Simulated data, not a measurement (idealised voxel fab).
This is a process module. Its name is voxel self aligned vias.
cross-section cut | 190 nm wide | cells 5 nm
Cross-sections here: square-cell grids, written as top-down lists of bands, a band being one or more rows of cells.
Top height, bottom height, nm. Materials left to right, width each, nm. Single material + "edge to edge" = fills band edge to edge. "air" = empty.
Below 0: as-received wafer, all one material; heights counted from there. Lowest band: no bottom, goes on down, written "z 0 and below".
Per-row width for "30->40": begins at first number (top row of band), ends at second number (bottom row), increment between rows held constant.
Any step labelled "all unchanged" changed none of the cells in the cross-section.
So "Listed closed voids" is basically the list of trapped voids: any empty space of 8 cells or more that can't reach the top through an opening. They're written width x height at distance, the distance being from the left edge, and it's all nm.
Step line, after settings: the simulator's comment on this step.
Steps that use a mask can have "overlay nm" on their line. It says how far the mask sat to the right of where it was meant to be. Negative means to the left.

THE STEPS PLANNED FOR THE PROCESS ARE AS FOLLOWS
1 RECEIVE (material Si)
2 CONFORMAL_DEP (material SiO2; thk nm 15)
3 CONFORMAL_DEP (material SiCN; thk nm 5)
4 DIRECTIONAL_DEP (material SiO2; thk nm 30)
5 PATTERN (tone open; mask id LINES; material resist; width nm 20; pitch nm 60; thk nm 20; overlay nm 0)
6 DIRECTIONAL_ETCH (etch materials SiO2; depth nm 30)
7 STRIP (etch materials resist)
8 CONFORMAL_DEP (material TiN; thk nm 5)
9 FILL_DEP (material Ru; thk nm 10)
10 CMP (height nm 50)
11 SELECTIVE_ETCH (etch materials W Ru TiN; depth nm 5)
12 FILL_DEP (material SiN; thk nm 10)
13 CMP (height nm 50)
14 DIRECTIONAL_DEP (material SiO2; thk nm 15)
15 PATTERN (tone open; mask id VIAS; material resist; width nm 40; thk nm 15; overlay nm 0)
16 DIRECTIONAL_ETCH (etch materials SiO2; depth nm 15)
17 DIRECTIONAL_ETCH (etch materials SiN; depth nm 5)
18 STRIP (etch materials resist)
19 CONFORMAL_DEP (material TiN; thk nm 5)
20 FILL_DEP (material Ru; thk nm 5)
21 CMP (height nm 65)
22 CONFORMAL_DEP (material SiN; thk nm 5)

CROSS-SECTION OF THE WAFER UPON ARRIVAL, REPRESENTING THE STATE REACHED AFTER STEP 1
	z 0 and below = Si edge to edge
	Listed closed voids: none

FIRST OF TWO WAFERS AT THE END OF THE MODULE, SHOWN IN CROSS-SECTION; RUN CARRIED OUT AS PLANNED
	z 70 to 65 = SiN edge to edge
	z 65 to 55 = 45 nm SiO2 | 5 nm TiN | 30 nm Ru | 5 nm TiN | 105 nm SiO2
	z 55 to 50 = 45 nm SiO2 | 15 nm TiN | 10 nm Ru | 15 nm TiN | 105 nm SiO2
	z 50 to 45 = 55 nm SiO2 | 20 nm TiN | 40 nm SiO2 | 20 nm SiN | 55 nm SiO2
	z 45 to 25 = 55 nm SiO2 | 5 nm TiN | 10 nm Ru | 5 nm TiN | 40 nm SiO2 | 5 nm TiN | 10 nm Ru | 5 nm TiN | 55 nm SiO2
	z 25 to 20 = 55 nm SiO2 | 20 nm TiN | 40 nm SiO2 | 20 nm TiN | 55 nm SiO2
	z 20 to 15 = SiCN edge to edge
	z 15 to 0 = SiO2 edge to edge
	z 0 and below = Si edge to edge
	Listed closed voids: none

CROSS-SECTION AT END OF MODULE FOR THE SECOND WAFER OF TWO, WHICH MATCHED THE FIRST IN STARTING POINT AND PLAN AND DIFFERED BY ONE MISTAKE IN ITS PROCESSING
	z 70 to 65 = SiN edge to edge
	z 65 to 55 = 45 nm SiO2 | 5 nm TiN | 30 nm Ru | 5 nm TiN | 105 nm SiO2
	z 55 to 50 = 45 nm SiO2 | 15 nm TiN | 10 nm Ru | 15 nm TiN | 105 nm SiO2
	z 50 to 45 = 55 nm SiO2 | 20 nm TiN | 40 nm SiO2 | 20 nm SiN | 55 nm SiO2
	z 45 to 40 = 55 nm SiO2 | 5 nm TiN | 10 nm Ru | 5 nm TiN | 40 nm SiO2 | 5 nm TiN | 10 nm Ru | 5 nm TiN | 55 nm SiO2
	z 40 to 35 = 55 nm SiO2 | 20 nm TiN | 40 nm SiO2 | 20 nm TiN | 55 nm SiO2
	z 35 to 30 = SiCN edge to edge
	z 30 to 0 = SiO2 edge to edge
	z 0 and below = Si edge to edge
	Listed closed voids: none
Which mistake was made when the wafer was run? twice over, step 2 of the plan was run
Count the cells at the end and the second wafer has more or fewer of some materials than the first: 12 fewer of Ru, 24 more of SiO2, 12 fewer of TiN
